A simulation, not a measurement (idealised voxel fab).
Process module in this document: voxel spacer lines
It is cross-section cut that appears here, measuring 180 nm in width, its square cells being 5 nm in size.
In what follows, cross-sections appear as grids of square cells, described through bands that run from the top down, where every band is one or more rows of cells. Look at the band entry: it leads with the top's height and the bottom's height in nm. Then it lists the materials left to right, with a width in nm for each. The word "everywhere" on a single material says that material fills the band edge to edge. The word "air" is empty space. The level at which height equals 0 is the one under which the wafer, as it arrives, is entirely one material. No lower edge exists for the bottom band, which continues downward and is notated as in "top 0, no bottom". The two numbers in a width such as "30 to 40" mark its ends across the band: the first belongs to the top row of cells, the second to the bottom row, and from each row to the next the width moves by the same amount. Where a step carries "stayed the same", the cross-section came out of it unchanged, cell for cell. Reported under the label "Sealed void list" are the empty spaces having no open way to the top and comprising 8 cells or more; the notation for each is width x height at distance, in which the distance is measured from the left edge and all three values are in nm. Formally, on a step line, whatever follows the settings is a remark that the simulator itself makes on the step. The setting "overlay nm" may be written on the line of a step. When the step uses a mask, the value reports how far to the right of the planned place the mask lay, and a negative value reports that it lay to the left.

Process steps (planned):
step 1: RECEIVE [material Si]
step 2: CONFORMAL_DEP [material Al2O3] [thk nm 5]
step 3: DIRECTIONAL_DEP [material W] [thk nm 10]
step 4: DIRECTIONAL_DEP [material aC] [thk nm 30]
step 5: PATTERN [tone cover] [mask id MANDREL] [material resist] [width nm 15] [pitch nm 50] [thk nm 35] [overlay nm 0]
step 6: DIRECTIONAL_ETCH [etch materials aC] [depth nm 30]
step 7: STRIP [etch materials resist]
step 8: CONFORMAL_DEP [material SiO2] [thk nm 10]
step 9: DIRECTIONAL_ETCH [etch materials SiO2] [depth nm 10]
step 10: STRIP [etch materials aC]
step 11: DIRECTIONAL_ETCH [etch materials W] [depth nm 10]
step 12: STRIP [etch materials SiO2]
step 13: FILL_DEP [material lowk] [thk nm 10]
step 14: CMP [height nm 15]

Of two wafers, the first: run according to plan:

As-received state of the wafer in cross-section, equivalent to post-step 1:
  top 0, no bottom  Si everywhere
  Sealed void list: none

Wafer after step 2 (cross-section):
  top 5, bottom 0  Al2O3 everywhere
  Everything below 0 is unchanged.

Wafer after step 3 (cross-section):
  top 15, bottom 5  W everywhere
  Everything below 5 is unchanged.

Wafer after step 4 (cross-section):
  top 45, bottom 15  aC everywhere
  Everything below 15 is unchanged.

Wafer after step 5 (cross-section):
  top 80, bottom 45  air 30, resist 15, air 35, resist 15, air 35, resist 15, air 35
  Everything below 45 is unchanged.

Wafer after step 6 (cross-section):
  top 50, bottom 45  air 30, resist 15, air 35, resist 15, air 35, resist 15, air 35
  top 45, bottom 15  air 30, aC 15, air 35, aC 15, air 35, aC 15, air 35
  Everything below 15 is unchanged.

Wafer after step 7 (cross-section):
  top 45, bottom 15  air 30, aC 15, air 35, aC 15, air 35, aC 15, air 35
  Everything below 15 is unchanged.

Wafer after step 8 (cross-section):
  top 55, bottom 45  air 20, SiO2 35, air 15, SiO2 35, air 15, SiO2 35, air 25
  top 45, bottom 25  air 20, SiO2 10, aC 15, SiO2 10, air 15, SiO2 10, aC 15, SiO2 10, air 15, SiO2 10, aC 15, SiO2 10, air 25
  top 25, bottom 15  SiO2 30, aC 15, SiO2 35, aC 15, SiO2 35, aC 15, SiO2 35
  Everything below 15 is unchanged.

Wafer after step 9 (cross-section):
  top 45, bottom 15  air 20, SiO2 10, aC 15, SiO2 10, air 15, SiO2 10, aC 15, SiO2 10, air 15, SiO2 10, aC 15, SiO2 10, air 25
  Everything below 15 is unchanged.

Wafer after step 10 (cross-section):
  top 45, bottom 15  air 20, SiO2 10, air 15, SiO2 10, air 15, SiO2 10, air 15, SiO2 10, air 15, SiO2 10, air 15, SiO2 10, air 25
  Everything below 15 is unchanged.

Wafer after step 11 (cross-section):
  top 45, bottom 15  air 20, SiO2 10, air 15, SiO2 10, air 15, SiO2 10, air 15, SiO2 10, air 15, SiO2 10, air 15, SiO2 10, air 25
  top 15, bottom 5  air 20, W 10, air 15, W 10, air 15, W 10, air 15, W 10, air 15, W 10, air 15, W 10, air 25
  Everything below 5 is unchanged.

Wafer after step 12 (cross-section):
  top 15, bottom 5  air 20, W 10, air 15, W 10, air 15, W 10, air 15, W 10, air 15, W 10, air 15, W 10, air 25
  Everything below 5 is unchanged.

Wafer after step 13 (cross-section):
  top 25, bottom 15  lowk everywhere
  top 15, bottom 5  lowk 20, W 10, lowk 15, W 10, lowk 15, W 10, lowk 15, W 10, lowk 15, W 10, lowk 15, W 10, lowk 25
  Everything below 5 is unchanged.

Wafer after step 14 (cross-section):
  top 15, bottom 5  lowk 20, W 10, lowk 15, W 10, lowk 15, W 10, lowk 15, W 10, lowk 15, W 10, lowk 15, W 10, lowk 25
  Everything below 5 is unchanged.

Second wafer, same starting conditions and recipe as the first, one mistake in executing it, nothing differs from the first up to and including step 1:

Cross-sectional representation of the second wafer at the time designated in the plan for the completion of step 2: stayed the same

Cross-sectional representation of the second wafer at the time designated in the plan for the completion of step 3:
  top 10, bottom 0  W everywhere
  Everything below 0 is unchanged.

Cross-sectional representation of the second wafer at the time designated in the plan for the completion of step 4:
  top 40, bottom 10  aC everywhere
  Everything below 10 is unchanged.

Cross-sectional representation of the second wafer at the time designated in the plan for the completion of step 5:
  top 75, bottom 40  air 30, resist 15, air 35, resist 15, air 35, resist 15, air 35
  Everything below 40 is unchanged.

Cross-sectional representation of the second wafer at the time designated in the plan for the completion of step 6:
  top 45, bottom 40  air 30, resist 15, air 35, resist 15, air 35, resist 15, air 35
  top 40, bottom 10  air 30, aC 15, air 35, aC 15, air 35, aC 15, air 35
  Everything below 10 is unchanged.

Cross-sectional representation of the second wafer at the time designated in the plan for the completion of step 7:
  top 40, bottom 10  air 30, aC 15, air 35, aC 15, air 35, aC 15, air 35
  Everything below 10 is unchanged.

Cross-sectional representation of the second wafer at the time designated in the plan for the completion of step 8:
  top 50, bottom 40  air 20, SiO2 35, air 15, SiO2 35, air 15, SiO2 35, air 25
  top 40, bottom 20  air 20, SiO2 10, aC 15, SiO2 10, air 15, SiO2 10, aC 15, SiO2 10, air 15, SiO2 10, aC 15, SiO2 10, air 25
  top 20, bottom 10  SiO2 30, aC 15, SiO2 35, aC 15, SiO2 35, aC 15, SiO2 35
  Everything below 10 is unchanged.

Cross-sectional representation of the second wafer at the time designated in the plan for the completion of step 9:
  top 40, bottom 10  air 20, SiO2 10, aC 15, SiO2 10, air 15, SiO2 10, aC 15, SiO2 10, air 15, SiO2 10, aC 15, SiO2 10, air 25
  Everything below 10 is unchanged.

Cross-sectional representation of the second wafer at the time designated in the plan for the completion of step 10:
  top 40, bottom 10  air 20, SiO2 10, air 15, SiO2 10, air 15, SiO2 10, air 15, SiO2 10, air 15, SiO2 10, air 15, SiO2 10, air 25
  Everything below 10 is unchanged.

Cross-sectional representation of the second wafer at the time designated in the plan for the completion of step 11:
  top 40, bottom 10  air 20, SiO2 10, air 15, SiO2 10, air 15, SiO2 10, air 15, SiO2 10, air 15, SiO2 10, air 15, SiO2 10, air 25
  top 10, bottom 0  air 20, W 10, air 15, W 10, air 15, W 10, air 15, W 10, air 15, W 10, air 15, W 10, air 25
  Everything below 0 is unchanged.

Cross-sectional representation of the second wafer at the time designated in the plan for the completion of step 12:
  top 10, bottom 0  air 20, W 10, air 15, W 10, air 15, W 10, air 15, W 10, air 15, W 10, air 15, W 10, air 25
  Everything below 0 is unchanged.

Cross-sectional representation of the second wafer at the time designated in the plan for the completion of step 13:
  top 20, bottom 10  lowk everywhere
  top 10, bottom 0  lowk 20, W 10, lowk 15, W 10, lowk 15, W 10, lowk 15, W 10, lowk 15, W 10, lowk 15, W 10, lowk 25
  Everything below 0 is unchanged.

Cross-sectional representation of the second wafer at the time designated in the plan for the completion of step 14:
  top 15, bottom 10  lowk everywhere
  Everything below 10 is unchanged.
Which mistake was made when the wafer was run? step 2 of the plan: omitted, not performed
Per the end-of-run cell counts, the second wafer holds more or fewer of some materials than the first: Al2O3: 36 fewer | lowk: 36 more
